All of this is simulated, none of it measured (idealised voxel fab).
This is a process module. Its name is voxel transistor to metal.
The cross-section shown here is cut; it is 300 nm wide and divided into square cells measuring 5 nm on a side.
If you're reading a cross-section in this doc, picture square cells in a grid; it comes to you as bands, top ones listed first down to the bottom, and a band can be one or more rows of cells.
Each band's line starts with the height of the band's top and of its bottom, in nm. Then come its materials from left to right, each with its width in nm. One material with "full width" fills the band from edge to edge. "air" is empty space.
The reference from which all heights are counted is 0, the level beneath which the as-received wafer is entirely one material; the lowest band, having no lower bound, proceeds downward and is written after the example "0..down".
It should be noted that a width expressed as "30..40" varies in equal increments from row to row of cells within the band, taking the value of the first number at the top row and that of the second number at the bottom row.
What does "no alterations made" mean for a step? It means no cell of the cross-section changed in that step.
Basically, "Unvented cavities" tells you about the enclosed voids: empty spaces with no open way to the top, 8 cells or bigger, each written width x height at distance, where distance is from the left edge, all in nm.
Anything after a step's settings on that line? It's the simulator's own note about the step.
overlay nm: on a step with a mask, how far right of its planned place the mask lay; negative means left.
Process steps foreseen in the plan
| 1 | RECEIVE (material Si) |
| 2 | OXIDIZE (depth nm 5) |
| 3 | CONFORMAL_DEP (material SiN; thk nm 15) |
| 4 | MASKED_ETCH (tone cover; mask id ACTIVE; width nm 105; pitch nm 125; etch materials SiN; depth nm 15; overlay nm 0) |
| 5 | MASKED_ETCH (tone cover; mask id ACTIVE; width nm 105; pitch nm 125; etch materials SiO2; depth nm 5; overlay nm 0) |
| 6 | MASKED_ETCH (tone cover; mask id ACTIVE; width nm 105; pitch nm 125; etch materials Si; depth nm 35; overlay nm 0) |
| 7 | FILL_DEP (material SiO2; thk nm 5) |
| 8 | CMP (height nm 15) |
| 9 | SELECTIVE_ETCH (etch materials SiO2; depth nm 15) |
| 10 | STRIP (etch materials SiN) |
| 11 | SELECTIVE_ETCH (etch materials SiO2; depth nm 5) |
| 12 | OXIDIZE (depth nm 5) |
| 13 | DIRECTIONAL_DEP (material polySi; thk nm 20) |
| 14 | DIRECTIONAL_DEP (material SiCN; thk nm 15) |
| 15 | MASKED_ETCH (tone cover; mask id GATE; width nm 25; pitch nm 125; etch materials SiCN; depth nm 25; overlay nm 0) |
| 16 | MASKED_ETCH (tone cover; mask id GATE; width nm 25; pitch nm 125; etch materials polySi; depth nm 30; overlay nm 0) |
| 17 | CONFORMAL_DEP (material SiN; thk nm 10) |
| 18 | DIRECTIONAL_ETCH (etch materials SiN; depth nm 10) |
| 19 | DIRECTIONAL_ETCH (etch materials SiO2; depth nm 5) |
| 20 | DIRECTIONAL_ETCH (etch materials Si; depth nm 15) |
| 21 | EPI (material pSi; thk nm 20) |
| 22 | FILL_DEP (material SiO2; thk nm 10) |
| 23 | CMP (height nm 30) |
| 24 | DIRECTIONAL_DEP (material SiO2; thk nm 15) |
| 25 | PATTERN (tone open; mask id CONTACT; material resist; width nm 15; thk nm 15; overlay nm 0) |
| 26 | DIRECTIONAL_ETCH (etch materials SiO2; depth nm 35) |
| 27 | STRIP (etch materials resist) |
| 28 | CONFORMAL_DEP (material TiN; thk nm 5) |
| 29 | FILL_DEP (material Ru; thk nm 10) |
| 30 | CMP (height nm 45) |
| 31 | CONFORMAL_DEP (material SiCN; thk nm 5) |
| 32 | DIRECTIONAL_DEP (material lowk; thk nm 20) |
| 33 | DIRECTIONAL_DEP (material aC; thk nm 10) |
| 34 | PATTERN (tone open; mask id METAL_1; material resist; width nm 15; thk nm 25; overlay nm 0) |
| 35 | DIRECTIONAL_ETCH (etch materials aC; depth nm 10) |
| 36 | STRIP (etch materials resist) |
| 37 | DIRECTIONAL_ETCH (etch materials lowk; depth nm 20) |
| 38 | DIRECTIONAL_ETCH (etch materials SiCN; depth nm 5) |
| 39 | STRIP (etch materials aC) |
| 40 | CONFORMAL_DEP (material TiN; thk nm 5) |
| 41 | FILL_DEP (material W; thk nm 10) |
| 42 | CMP (height nm 70) |
| 43 | CONFORMAL_DEP (material SiN; thk nm 5) |
Incoming wafer in cross-section (state: after step 1)
0..down = Si full width
Unvented cavities: none
Cross-section, end of module. Start: as above. Plan: as above. Execution: one mistake
75..70 = SiN full width
70..50 = lowk 45 | TiN 5 | W 5 | TiN 5 | lowk 55 | TiN 5 | W 5 | TiN 5 | lowk 40 | TiN 5 | W 5 | TiN 5 | lowk 55 | TiN 5 | W 5 | TiN 5 | lowk 45
50..45 = SiCN 45 | TiN 15 | SiCN 55 | TiN 15 | SiCN 40 | TiN 15 | SiCN 55 | TiN 15 | SiCN 45
45..30 = SiO2 45 | TiN 5 | Ru 5 | TiN 5 | SiO2 55 | TiN 5 | Ru 5 | TiN 5 | SiO2 40 | TiN 5 | Ru 5 | TiN 5 | SiO2 55 | TiN 5 | Ru 5 | TiN 5 | SiO2 45
30..15 = SiO2 45 | TiN 5 | Ru 5 | TiN 5 | SiO2 10 | SiN 10 | SiCN 25 | SiN 10 | TiN 5 | Ru 5 | TiN 5 | SiO2 40 | TiN 5 | Ru 5 | TiN 5 | SiO2 10 | SiN 10 | SiCN 25 | SiN 10 | TiN 5 | Ru 5 | TiN 5 | SiO2 45
15..10 = SiO2 45 | TiN 15 | SiO2 5 | SiN 10 | polySi 30 | SiN 10 | TiN 15 | SiO2 40 | TiN 15 | SiO2 5 | SiN 10 | polySi 30 | SiN 10 | TiN 15 | SiO2 45
10..-5 = SiO2 45 | pSi 20 | SiN 10 | polySi 30 | SiN 10 | pSi 20 | SiO2 35 | pSi 20 | SiN 10 | polySi 30 | SiN 10 | pSi 20 | SiO2 40
-5..-10 = SiO2 30 | pSi 35 | SiO2 50 | pSi 30 | SiO2 10 | pSi 35 | SiO2 50 | pSi 30 | SiO2 30
-10..-25 = SiO2 35 | pSi 30 | Si 50 | pSi 25 | SiO2 20 | pSi 30 | Si 50 | pSi 25 | SiO2 35
-25..-40 = SiO2 35 | Si 105 | SiO2 20 | Si 105 | SiO2 35
-40..down = Si full width
Unvented cavities: none
what went wrong: step 15 was run on a setting that differed from the plan, and what really ran there is MASKED_ETCH (tone cover; mask id GATE; width nm 25; pitch nm 125; etch materials SiCN; depth nm 25; overlay nm 5)
